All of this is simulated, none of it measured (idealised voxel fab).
Process module heading - voxel released beams
Square cell edge 5 nm, section width 260 nm, ID cut.
In what follows, cross-sections appear as grids of square cells, described through bands that run from the top down, where every band is one or more rows of cells. The entry gives the band's vertical extent as a top height and a bottom height in nm, then its horizontal make-up as materials from left to right, each with a width in nm. "blank" stands for empty space; a single material marked "all across" fills the band edge to edge. The reference from which all heights are counted is 0, the level beneath which the as-received wafer is entirely one material; the lowest band, having no lower bound, proceeds downward and is written after the example "0..down". The expression "30..40" gives the width at the extremes of the band, the first number at its top row of cells and the second at its bottom row, with the width changing by equal amounts from each row to the next in between. For the purposes of this document, the phrase "left unchanged" attached to a step denotes that no cell within the cross-section was modified by that step. Basically, "Enclosed empty spaces" tells you about the enclosed voids: empty spaces with no open way to the top, 8 cells or bigger, each written width x height at distance, where distance is from the left edge, all in nm. Note: text after step settings on the step line = simulator remark on that step. Among the settings permitted on a step's line is "overlay nm"; applied to a step with a mask, it specifies the extent to which the mask lay to the right of its planned position, whereas a negative figure signifies a position to the left.
### Intended process steps
| 1 | RECEIVE: material Si |
| 2 | CONFORMAL_DEP: material Al2O3, thk nm 5 |
| 3 | DIRECTIONAL_DEP: material SiO2, thk nm 10 |
| 4 | PATTERN: tone open, mask id ANCHOR, material resist, width nm 35, thk nm 20, overlay nm 0 |
| 5 | DIRECTIONAL_ETCH: etch materials SiO2, depth nm 10 |
| 6 | STRIP: etch materials resist |
| 7 | CONFORMAL_DEP: material SiN, thk nm 10 |
| 8 | DIRECTIONAL_DEP: material aC, thk nm 15 |
| 9 | PATTERN: tone cover, mask id BEAM, material resist, width nm 90, thk nm 35, overlay nm 0 |
| 10 | DIRECTIONAL_ETCH: etch materials aC, depth nm 15 |
| 11 | STRIP: etch materials resist |
| 12 | DIRECTIONAL_ETCH: etch materials SiN, depth nm 10 |
| 13 | STRIP: etch materials aC |
| 14 | STRIP: etch materials SiO2 |
### Wafer cross-section on receipt, i.e. after step 1
> 0..down: Si all across
> Enclosed empty spaces: none
### Below is the wafer in cross-section after the module was completed. It began from the starting point shown above and followed the plan shown above, except that one mistake was made while running it
> 25..15: 80 of blank / 5 of SiN / 15 of blank / 70 of SiN / 90 of blank
> 15..5: 75 of blank / 35 of SiN / 150 of blank
> 5..0: Al2O3 all across
> 0..down: Si all across
> Enclosed empty spaces: none
Short version of what went wrong: for step 4, the planned setting was not used; the step was instead run as PATTERN: tone open, mask id ANCHOR, material resist, width nm 35, thk nm 20, overlay nm -10
